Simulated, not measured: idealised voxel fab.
Title: Process Module voxel capacitor over wiring
Displayed cross-section: cut, width of 205 nm, square cells sized 5 nm.
In what follows, cross-sections appear as grids of square cells, described through bands that run from the top down, where every band is one or more rows of cells.
Heights first: top, then bottom, in nm. Then materials, left to right, each with a width in nm. "throughout" on a single material: fills the band edge to edge. "blank": empty space.
Beneath 0, the wafer as received is one material, and that level is where height counting begins. The lowest band goes on downward without a bottom; it is written like "0 and below".
The expression "30 to 40" gives the width at the extremes of the band, the first number at its top row of cells and the second at its bottom row, with the width changing by equal amounts from each row to the next in between.
"everything unchanged" (step): cross-section cells unchanged, all of them.
If an empty space has no open way to the top and is at least 8 cells in size, "Enclosed voids" lists it, written width x height at distance, where distance is measured from the left edge and every value is in nm.
That trailing text on a step's line, after the settings, is the simulator's own remark on the step.
A step line may carry the setting "overlay nm", which, for steps involving a mask, states the distance by which the mask lay to the right of its intended position; negative values denote displacement to the left.

The steps planned for the process are as follows
1) op RECEIVE | material Si
2) op CONFORMAL_DEP | material SiO2 | thk nm 10
3) op CONFORMAL_DEP | material SiCN | thk nm 5
4) op DIRECTIONAL_DEP | material SiO2 | thk nm 25
5) op MASKED_ETCH | tone open | mask id METAL_1 | width nm 20 | pitch nm 75 | etch materials SiO2 | depth nm 25 | overlay nm 0
6) op MASKED_ETCH | tone open | mask id METAL_1 | width nm 20 | pitch nm 75 | etch materials SiCN | depth nm 5 | overlay nm 0
7) op CONFORMAL_DEP | material TiN | thk nm 5
8) op FILL_DEP | material Cu | thk nm 5
9) op CMP | height nm 40
10) op CONFORMAL_DEP | material SiCN | thk nm 5
11) op DIRECTIONAL_DEP | material lowk | thk nm 20
12) op PATTERN | tone open | mask id PLUG_1 | material resist | width nm 15 | thk nm 20 | overlay nm 0
13) op DIRECTIONAL_ETCH | etch materials lowk | depth nm 20
14) op DIRECTIONAL_ETCH | etch materials SiCN | depth nm 5
15) op STRIP | etch materials resist
16) op EPI | material Ru | thk nm 10
17) op EPI | material Ru | thk nm 10
18) op EPI | material Ru | thk nm 5
19) op DIRECTIONAL_DEP | material TiN | thk nm 10
20) op DIRECTIONAL_DEP | material SiN | thk nm 5
21) op DIRECTIONAL_DEP | material TiN | thk nm 10
22) op PATTERN | tone cover | mask id UPPER_PLATE | material resist | width nm 60 | thk nm 15 | overlay nm 0
23) op DIRECTIONAL_ETCH | etch materials TiN | depth nm 10
24) op DIRECTIONAL_ETCH | etch materials SiN | depth nm 5
25) op STRIP | etch materials resist
26) op DIRECTIONAL_DEP | material aC | thk nm 15
27) op PATTERN | tone cover | mask id LOWER_PLATE | material resist | width nm 70 | thk nm 30 | overlay nm 0
28) op DIRECTIONAL_ETCH | etch materials aC | depth nm 15
29) op STRIP | etch materials resist
30) op DIRECTIONAL_ETCH | etch materials TiN | depth nm 10
31) op STRIP | etch materials aC
32) op FILL_DEP | material SiO2 | thk nm 15
33) op CMP | height nm 100
34) op PATTERN | tone open | mask id PLUG_2 | material resist | width nm 15 | thk nm 15 | overlay nm 0
35) op DIRECTIONAL_ETCH | etch materials SiO2 | depth nm 10
36) op STRIP | etch materials resist
37) op CONFORMAL_DEP | material TiN | thk nm 5
38) op FILL_DEP | material Ru | thk nm 5
39) op CMP | height nm 100
40) op CONFORMAL_DEP | material SiCN | thk nm 5

First wafer, as planned

Delivered wafer in cross-section: state after step 1
	0 and below  Si throughout
	Enclosed voids: none

Wafer section view after processing step 2
	10 down to 0  SiO2 throughout
	below 0: unchanged

Wafer section view after processing step 3
	15 down to 10  SiCN throughout
	below 10: unchanged

Wafer section view after processing step 4
	40 down to 15  SiO2 throughout
	below 15: unchanged

Wafer section view after processing step 5
	40 down to 15  SiO2 55 nm / blank 20 nm / SiO2 55 nm / blank 20 nm / SiO2 55 nm
	below 15: unchanged

Wafer section view after processing step 6
	40 down to 15  SiO2 55 nm / blank 20 nm / SiO2 55 nm / blank 20 nm / SiO2 55 nm
	15 down to 10  SiCN 55 nm / blank 20 nm / SiCN 55 nm / blank 20 nm / SiCN 55 nm
	below 10: unchanged

Wafer section view after processing step 7
	45 down to 40  TiN 60 nm / blank 10 nm / TiN 65 nm / blank 10 nm / TiN 60 nm
	40 down to 15  SiO2 55 nm / TiN 5 nm / blank 10 nm / TiN 5 nm / SiO2 55 nm / TiN 5 nm / blank 10 nm / TiN 5 nm / SiO2 55 nm
	15 down to 10  SiCN 55 nm / TiN 20 nm / SiCN 55 nm / TiN 20 nm / SiCN 55 nm
	below 10: unchanged

Wafer section view after processing step 8
	50 down to 45  Cu throughout
	45 down to 40  TiN 60 nm / Cu 10 nm / TiN 65 nm / Cu 10 nm / TiN 60 nm
	40 down to 15  SiO2 55 nm / TiN 5 nm / Cu 10 nm / TiN 5 nm / SiO2 55 nm / TiN 5 nm / Cu 10 nm / TiN 5 nm / SiO2 55 nm
	below 15: unchanged

Wafer section view after processing step 9
	40 down to 15  SiO2 55 nm / TiN 5 nm / Cu 10 nm / TiN 5 nm / SiO2 55 nm / TiN 5 nm / Cu 10 nm / TiN 5 nm / SiO2 55 nm
	below 15: unchanged

Wafer section view after processing step 10
	45 down to 40  SiCN throughout
	below 40: unchanged

Wafer section view after processing step 11
	65 down to 45  lowk throughout
	below 45: unchanged

Wafer section view after processing step 12
	85 down to 65  resist 60 nm / blank 15 nm / resist 130 nm
	below 65: unchanged

Wafer section view after processing step 13
	85 down to 65  resist 60 nm / blank 15 nm / resist 130 nm
	65 down to 45  lowk 60 nm / blank 15 nm / lowk 130 nm
	below 45: unchanged

Wafer section view after processing step 14
	85 down to 65  resist 60 nm / blank 15 nm / resist 130 nm
	65 down to 45  lowk 60 nm / blank 15 nm / lowk 130 nm
	45 down to 40  SiCN 60 nm / blank 15 nm / SiCN 130 nm
	below 40: unchanged

Wafer section view after processing step 15
	65 down to 45  lowk 60 nm / blank 15 nm / lowk 130 nm
	below 45: unchanged

Wafer section view after processing step 16
	65 down to 50  lowk 60 nm / blank 15 nm / lowk 130 nm
	50 down to 45  lowk 60 nm / Ru 15 nm / lowk 130 nm
	45 down to 40  SiCN 60 nm / Ru 15 nm / SiCN 130 nm
	below 40: unchanged

Wafer section view after processing step 17
	65 down to 60  lowk 60 nm / blank 15 nm / lowk 130 nm
	60 down to 45  lowk 60 nm / Ru 15 nm / lowk 130 nm
	below 45: unchanged

Wafer section view after processing step 18
	65 down to 45  lowk 60 nm / Ru 15 nm / lowk 130 nm
	below 45: unchanged

Wafer section view after processing step 19
	75 down to 65  TiN throughout
	below 65: unchanged

Wafer section view after processing step 20
	80 down to 75  SiN throughout
	below 75: unchanged

Wafer section view after processing step 21
	90 down to 80  TiN throughout
	below 80: unchanged

Wafer section view after processing step 22
	105 down to 90  blank 60 nm / resist 60 nm / blank 85 nm
	below 90: unchanged

Wafer section view after processing step 23
	105 down to 90  blank 60 nm / resist 60 nm / blank 85 nm
	90 down to 80  blank 60 nm / TiN 60 nm / blank 85 nm
	below 80: unchanged

Wafer section view after processing step 24
	105 down to 90  blank 60 nm / resist 60 nm / blank 85 nm
	90 down to 80  blank 60 nm / TiN 60 nm / blank 85 nm
	80 down to 75  blank 60 nm / SiN 60 nm / blank 85 nm
	below 75: unchanged

Wafer section view after processing step 25
	90 down to 80  blank 60 nm / TiN 60 nm / blank 85 nm
	below 80: unchanged

Wafer section view after processing step 26
	105 down to 90  blank 60 nm / aC 60 nm / blank 85 nm
	90 down to 80  aC 60 nm / TiN 60 nm / aC 85 nm
	80 down to 75  aC 60 nm / SiN 60 nm / aC 85 nm
	below 75: unchanged

Wafer section view after processing step 27
	135 down to 105  blank 55 nm / resist 70 nm / blank 80 nm
	105 down to 90  blank 55 nm / resist 5 nm / aC 60 nm / resist 5 nm / blank 80 nm
	below 90: unchanged

Wafer section view after processing step 28
	120 down to 105  blank 55 nm / resist 70 nm / blank 80 nm
	105 down to 90  blank 55 nm / resist 5 nm / aC 60 nm / resist 5 nm / blank 80 nm
	90 down to 80  blank 55 nm / aC 5 nm / TiN 60 nm / aC 5 nm / blank 80 nm
	80 down to 75  blank 55 nm / aC 5 nm / SiN 60 nm / aC 5 nm / blank 80 nm
	below 75: unchanged

Wafer section view after processing step 29
	105 down to 90  blank 60 nm / aC 60 nm / blank 85 nm
	below 90: unchanged

Wafer section view after processing step 30
	105 down to 90  blank 60 nm / aC 60 nm / blank 85 nm
	90 down to 80  blank 55 nm / aC 5 nm / TiN 60 nm / aC 5 nm / blank 80 nm
	80 down to 75  blank 55 nm / aC 5 nm / SiN 60 nm / aC 5 nm / blank 80 nm
	75 down to 65  blank 55 nm / TiN 70 nm / blank 80 nm
	below 65: unchanged

Wafer section view after processing step 31
	90 down to 80  blank 60 nm / TiN 60 nm / blank 85 nm
	80 down to 75  blank 60 nm / SiN 60 nm / blank 85 nm
	below 75: unchanged

Wafer section view after processing step 32
	105 down to 90  SiO2 throughout
	90 down to 80  SiO2 60 nm / TiN 60 nm / SiO2 85 nm
	80 down to 75  SiO2 60 nm / SiN 60 nm / SiO2 85 nm
	75 down to 65  SiO2 55 nm / TiN 70 nm / SiO2 80 nm
	below 65: unchanged

Wafer section view after processing step 33
	100 down to 90  SiO2 throughout
	below 90: unchanged

Wafer section view after processing step 34
	115 down to 100  resist 70 nm / blank 15 nm / resist 120 nm
	below 100: unchanged

Wafer section view after processing step 35
	115 down to 100  resist 70 nm / blank 15 nm / resist 120 nm
	100 down to 90  SiO2 70 nm / blank 15 nm / SiO2 120 nm
	below 90: unchanged

Wafer section view after processing step 36
	100 down to 90  SiO2 70 nm / blank 15 nm / SiO2 120 nm
	below 90: unchanged

Wafer section view after processing step 37
	105 down to 100  TiN 75 nm / blank 5 nm / TiN 125 nm
	100 down to 95  SiO2 70 nm / TiN 5 nm / blank 5 nm / TiN 5 nm / SiO2 120 nm
	95 down to 90  SiO2 70 nm / TiN 15 nm / SiO2 120 nm
	below 90: unchanged

Wafer section view after processing step 38
	110 down to 105  Ru throughout
	105 down to 100  TiN 75 nm / Ru 5 nm / TiN 125 nm
	100 down to 95  SiO2 70 nm / TiN 5 nm / Ru 5 nm / TiN 5 nm / SiO2 120 nm
	below 95: unchanged

Wafer section view after processing step 39
	100 down to 95  SiO2 70 nm / TiN 5 nm / Ru 5 nm / TiN 5 nm / SiO2 120 nm
	below 95: unchanged

Wafer section view after processing step 40
	105 down to 100  SiCN throughout
	below 100: unchanged

The remaining wafer, second of the two, started like the first and was run to the same plan, except that one mistake was made along the way; the two coincide through step 26, inclusive

Here is the second wafer in cross-section at the point where step 27 of the plan should have been done
	135 down to 105  blank 45 nm / resist 70 nm / blank 90 nm
	105 down to 90  blank 45 nm / resist 15 nm / aC 60 nm / blank 85 nm
	below 90: unchanged

Here is the second wafer in cross-section at the point where step 28 of the plan should have been done
	120 down to 105  blank 45 nm / resist 70 nm / blank 90 nm
	105 down to 90  blank 45 nm / resist 15 nm / aC 55 nm / blank 90 nm
	90 down to 80  blank 45 nm / aC 15 nm / TiN 60 nm / blank 85 nm
	80 down to 75  blank 45 nm / aC 15 nm / SiN 60 nm / blank 85 nm
	below 75: unchanged

Here is the second wafer in cross-section at the point where step 29 of the plan should have been done
	105 down to 90  blank 60 nm / aC 55 nm / blank 90 nm
	below 90: unchanged

Here is the second wafer in cross-section at the point where step 30 of the plan should have been done
	105 down to 90  blank 60 nm / aC 55 nm / blank 90 nm
	90 down to 80  blank 45 nm / aC 15 nm / TiN 55 nm / blank 90 nm
	80 down to 75  blank 45 nm / aC 15 nm / SiN 60 nm / blank 85 nm
	75 down to 65  blank 45 nm / TiN 75 nm / blank 85 nm
	below 65: unchanged

Here is the second wafer in cross-section at the point where step 31 of the plan should have been done
	90 down to 80  blank 60 nm / TiN 55 nm / blank 90 nm
	80 down to 75  blank 60 nm / SiN 60 nm / blank 85 nm
	below 75: unchanged

Here is the second wafer in cross-section at the point where step 32 of the plan should have been done
	105 down to 90  SiO2 throughout
	90 down to 80  SiO2 60 nm / TiN 55 nm / SiO2 90 nm
	80 down to 75  SiO2 60 nm / SiN 60 nm / SiO2 85 nm
	75 down to 65  SiO2 45 nm / TiN 75 nm / SiO2 85 nm
	below 65: unchanged

Here is the second wafer in cross-section at the point where step 33 of the plan should have been done
	100 down to 90  SiO2 throughout
	below 90: unchanged

Here is the second wafer in cross-section at the point where step 34 of the plan should have been done
	115 down to 100  resist 70 nm / blank 15 nm / resist 120 nm
	below 100: unchanged

Here is the second wafer in cross-section at the point where step 35 of the plan should have been done
	115 down to 100  resist 70 nm / blank 15 nm / resist 120 nm
	100 down to 90  SiO2 70 nm / blank 15 nm / SiO2 120 nm
	below 90: unchanged

Here is the second wafer in cross-section at the point where step 36 of the plan should have been done
	100 down to 90  SiO2 70 nm / blank 15 nm / SiO2 120 nm
	below 90: unchanged

Here is the second wafer in cross-section at the point where step 37 of the plan should have been done
	105 down to 100  TiN 75 nm / blank 5 nm / TiN 125 nm
	100 down to 95  SiO2 70 nm / TiN 5 nm / blank 5 nm / TiN 5 nm / SiO2 120 nm
	95 down to 90  SiO2 70 nm / TiN 15 nm / SiO2 120 nm
	below 90: unchanged

Here is the second wafer in cross-section at the point where step 38 of the plan should have been done
	110 down to 105  Ru throughout
	105 down to 100  TiN 75 nm / Ru 5 nm / TiN 125 nm
	100 down to 95  SiO2 70 nm / TiN 5 nm / Ru 5 nm / TiN 5 nm / SiO2 120 nm
	below 95: unchanged

Here is the second wafer in cross-section at the point where step 39 of the plan should have been done
	100 down to 95  SiO2 70 nm / TiN 5 nm / Ru 5 nm / TiN 5 nm / SiO2 120 nm
	below 95: unchanged

Here is the second wafer in cross-section at the point where step 40 of the plan should have been done
	105 down to 100  SiCN throughout
	below 100: unchanged
Short version of what went wrong: step 27 was processed under conditions differing from the plan, specifically as op PATTERN | tone cover | mask id LOWER_PLATE | material resist | width nm 70 | thk nm 30 | overlay nm -10
In the final comparison it is observed that the number of cells assigned to each material is identical for the two wafers, whereas their placement is not.
